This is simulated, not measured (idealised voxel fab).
You're looking at the process module voxel self aligned contacts.
Square cell edge 5 nm, section width 300 nm, ID cut.
In this document a cross-section is written as a grid of square cells. It is given as a series of bands, listed from the top down, and a band is one or more rows of cells.
Heights first: top, then bottom, in nm. Then materials, left to right, each with a width in nm. "full width" on a single material: fills the band edge to edge. "air": empty space.
Height reference: 0 = level under which incoming wafer is all one material. Lowest band: no bottom, runs on downward, e.g. "z 0 and below".
A width such as "30->40" changes by the same amount from each row of cells to the next, from the band's top row to its bottom row.
Take "no modifications" at face value: in the step it is given for, the cross-section changed in none of its cells.
"Closed void roster" means: voids of 8 cells or more that are shut off from the top with no open way through. Written width x height at distance, distance from the left edge, in nm.
Note: text after step settings on the step line = simulator remark on that step.
The setting "overlay nm" may be written on the line of a step. When the step uses a mask, the value reports how far to the right of the planned place the mask lay, and a negative value reports that it lay to the left.
-- Process steps - plan
| 1 | op RECEIVE | material Si |
| 2 | op OXIDIZE | depth nm 5 |
| 3 | op DIRECTIONAL_DEP | material polySi | thk nm 25 |
| 4 | op DIRECTIONAL_DEP | material SiN | thk nm 25 |
| 5 | op PATTERN | tone cover | mask id GATE | material resist | width nm 25 | pitch nm 65 | thk nm 15 | overlay nm 0 |
| 6 | op DIRECTIONAL_ETCH | etch materials SiN | depth nm 25 |
| 7 | op DIRECTIONAL_ETCH | etch materials polySi | depth nm 25 |
| 8 | op STRIP | etch materials resist |
| 9 | op CONFORMAL_DEP | material SiN | thk nm 10 |
| 10 | op DIRECTIONAL_ETCH | etch materials SiN | depth nm 10 |
| 11 | op FILL_DEP | material SiO2 | thk nm 15 |
| 12 | op CMP | height nm 60 |
| 13 | op MASKED_ETCH | tone open | mask id CONTACT | width nm 50 | etch materials SiO2 | depth nm 65 | overlay nm 0 |
| 14 | op CONFORMAL_DEP | material TiN | thk nm 5 |
| 15 | op FILL_DEP | material Ru | thk nm 5 |
| 16 | op CMP | height nm 60 |
| 17 | op CONFORMAL_DEP | material SiCN | thk nm 5 |
-- Incoming wafer in cross-section (state: after step 1)
    z 0 and below | Si full width
    Closed void roster: none
-- Cross-sectional result after module completion. Note: starting condition and plan are unchanged from above; one processing mistake was made
    z 65 to 60 | SiCN full width
    z 60 to 35 | 95 SiO2, 45 SiN, 5 TiN, 10 Ru, 5 TiN, 45 SiN, 95 SiO2
    z 35 to 15 | 95 SiO2, 10 SiN, 25 polySi, 10 SiN, 5 TiN, 10 Ru, 5 TiN, 10 SiN, 25 polySi, 10 SiN, 95 SiO2
    z 15 to 10 | 95 SiO2, 10 SiN, 25 polySi, 10 SiN, 20 TiN, 10 SiN, 25 polySi, 10 SiN, 95 SiO2
    z 10 to 0 | polySi full width
    z 0 to -5 | SiO2 full width
    z -5 and below | Si full width
    Closed void roster: none
What was done differently from what was planned? step 3 off recipe, ran as op DIRECTIONAL_DEP | material polySi | thk nm 35
